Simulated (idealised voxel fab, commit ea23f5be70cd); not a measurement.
voxel ribs on slabs: a process module
Section shown: cut. Width: 285 nm. Cell size: 5 nm, square.
Cross-section, as written here: a square-cell grid given band by band from the top down, where a band holds one or more rows of cells.
For a band, the entry starts with two heights in nm, that of the top and then that of the bottom, and carries on with the band's materials in order from left to right, each alongside its width in nm; the word "everywhere" beside a single material means it fills the band edge to edge, and "blank" means empty space.
Where do heights start? At 0: under that level the wafer as delivered is made of one material only. And the lowest band has no floor; it just carries on downward, as in "0 -> down".
The expression "30..40" gives the width at the extremes of the band, the first number at its top row of cells and the second at its bottom row, with the width changing by equal amounts from each row to the next in between.
"nothing altered" means the step left every cell of the cross-section as it was.
Heads up: "Cavities, sealed" only lists the empty pockets with no open path to the top that are 8 cells or more, and it writes them as width x height at distance, distance from the left edge, in nm.
That trailing text on a step's line, after the settings, is the simulator's own remark on the step.
You can add "overlay nm" to a step's line. For a step with a mask, it describes how far the mask lay to the right of its planned position, and a negative number describes a lay to the left.

plan:
1: RECEIVE [material Si]
2: DIRECTIONAL_DEP [material SiO2] [thk nm 25]
3: DIRECTIONAL_DEP [material polySi] [thk nm 25]
4: PATTERN [tone cover] [mask id RIB] [material resist] [width nm 30] [thk nm 20] [overlay nm 0]
5: DIRECTIONAL_ETCH [etch materials polySi] [depth nm 5]
6: STRIP [etch materials resist]
7: PATTERN [tone cover] [mask id SLAB] [material resist] [width nm 90] [thk nm 15] [overlay nm 0]
8: DIRECTIONAL_ETCH [etch materials polySi] [depth nm 20]
9: STRIP [etch materials resist]
10: FILL_DEP [material SiO2] [thk nm 20]
11: CMP [height nm 65]
12: DIRECTIONAL_DEP [material W] [thk nm 10]
13: MASKED_ETCH [tone cover] [mask id HEATER] [width nm 40] [etch materials W] [depth nm 10] [overlay nm 0]
14: CONFORMAL_DEP [material SiO2] [thk nm 10]

First wafer of two (run as planned):

Incoming wafer, cross-sectional view, post step 1:
0 -> down | Si everywhere
Cavities, sealed: none

You're looking at a cross-section of the wafer after step 2:
25 -> 0 | SiO2 everywhere
Below 0 it's all the same as before, nothing changed down there.

You're looking at a cross-section of the wafer after step 3:
50 -> 25 | polySi everywhere
Below 25 it's all the same as before, nothing changed down there.

You're looking at a cross-section of the wafer after step 4:
70 -> 50 | blank 125 / resist 30 / blank 130
Below 50 it's all the same as before, nothing changed down there.

You're looking at a cross-section of the wafer after step 5:
70 -> 50 | blank 125 / resist 30 / blank 130
50 -> 45 | blank 125 / polySi 30 / blank 130
Below 45 it's all the same as before, nothing changed down there.

You're looking at a cross-section of the wafer after step 6:
50 -> 45 | blank 125 / polySi 30 / blank 130
Below 45 it's all the same as before, nothing changed down there.

You're looking at a cross-section of the wafer after step 7:
65 -> 50 | blank 95 / resist 90 / blank 100
50 -> 45 | blank 95 / resist 30 / polySi 30 / resist 30 / blank 100
Below 45 it's all the same as before, nothing changed down there.

You're looking at a cross-section of the wafer after step 8:
65 -> 50 | blank 95 / resist 90 / blank 100
50 -> 45 | blank 95 / resist 30 / polySi 30 / resist 30 / blank 100
45 -> 25 | blank 95 / polySi 90 / blank 100
Below 25 it's all the same as before, nothing changed down there.

You're looking at a cross-section of the wafer after step 9:
50 -> 45 | blank 125 / polySi 30 / blank 130
Below 45 it's all the same as before, nothing changed down there.

You're looking at a cross-section of the wafer after step 10:
70 -> 50 | SiO2 everywhere
50 -> 45 | SiO2 125 / polySi 30 / SiO2 130
45 -> 25 | SiO2 95 / polySi 90 / SiO2 100
Below 25 it's all the same as before, nothing changed down there.

You're looking at a cross-section of the wafer after step 11:
65 -> 50 | SiO2 everywhere
Below 50 it's all the same as before, nothing changed down there.

You're looking at a cross-section of the wafer after step 12:
75 -> 65 | W everywhere
Below 65 it's all the same as before, nothing changed down there.

You're looking at a cross-section of the wafer after step 13:
75 -> 65 | blank 120 / W 40 / blank 125
Below 65 it's all the same as before, nothing changed down there.

You're looking at a cross-section of the wafer after step 14:
85 -> 75 | blank 110 / SiO2 60 / blank 115
75 -> 65 | SiO2 120 / W 40 / SiO2 125
Below 65 it's all the same as before, nothing changed down there.

The remaining wafer, second of the two, started like the first and was run to the same plan, except that one mistake was made along the way; the two coincide through step 1, inclusive:

Second wafer: cross-section at the scheduled end of step 2:
35 -> 0 | SiO2 everywhere
Below 0 it's all the same as before, nothing changed down there.

Second wafer: cross-section at the scheduled end of step 3:
60 -> 35 | polySi everywhere
Below 35 it's all the same as before, nothing changed down there.

Second wafer: cross-section at the scheduled end of step 4:
80 -> 60 | blank 125 / resist 30 / blank 130
Below 60 it's all the same as before, nothing changed down there.

Second wafer: cross-section at the scheduled end of step 5:
80 -> 60 | blank 125 / resist 30 / blank 130
60 -> 55 | blank 125 / polySi 30 / blank 130
Below 55 it's all the same as before, nothing changed down there.

Second wafer: cross-section at the scheduled end of step 6:
60 -> 55 | blank 125 / polySi 30 / blank 130
Below 55 it's all the same as before, nothing changed down there.

Second wafer: cross-section at the scheduled end of step 7:
75 -> 60 | blank 95 / resist 90 / blank 100
60 -> 55 | blank 95 / resist 30 / polySi 30 / resist 30 / blank 100
Below 55 it's all the same as before, nothing changed down there.

Second wafer: cross-section at the scheduled end of step 8:
75 -> 60 | blank 95 / resist 90 / blank 100
60 -> 55 | blank 95 / resist 30 / polySi 30 / resist 30 / blank 100
55 -> 35 | blank 95 / polySi 90 / blank 100
Below 35 it's all the same as before, nothing changed down there.

Second wafer: cross-section at the scheduled end of step 9:
60 -> 55 | blank 125 / polySi 30 / blank 130
Below 55 it's all the same as before, nothing changed down there.

Second wafer: cross-section at the scheduled end of step 10:
80 -> 60 | SiO2 everywhere
60 -> 55 | SiO2 125 / polySi 30 / SiO2 130
55 -> 35 | SiO2 95 / polySi 90 / SiO2 100
Below 35 it's all the same as before, nothing changed down there.

Second wafer: cross-section at the scheduled end of step 11:
65 -> 60 | SiO2 everywhere
Below 60 it's all the same as before, nothing changed down there.

Second wafer: cross-section at the scheduled end of step 12:
75 -> 65 | W everywhere
Below 65 it's all the same as before, nothing changed down there.

Second wafer: cross-section at the scheduled end of step 13:
75 -> 65 | blank 120 / W 40 / blank 125
Below 65 it's all the same as before, nothing changed down there.

Second wafer: cross-section at the scheduled end of step 14:
85 -> 75 | blank 110 / SiO2 60 / blank 115
75 -> 65 | SiO2 120 / W 40 / SiO2 125
Below 65 it's all the same as before, nothing changed down there.
Run error: in deviation from the planned setting, step 2 was conducted as DIRECTIONAL_DEP [material SiO2] [thk nm 35]
At the end, the second wafer has the same number of cells of each material as the first, but those cells sit in other places.
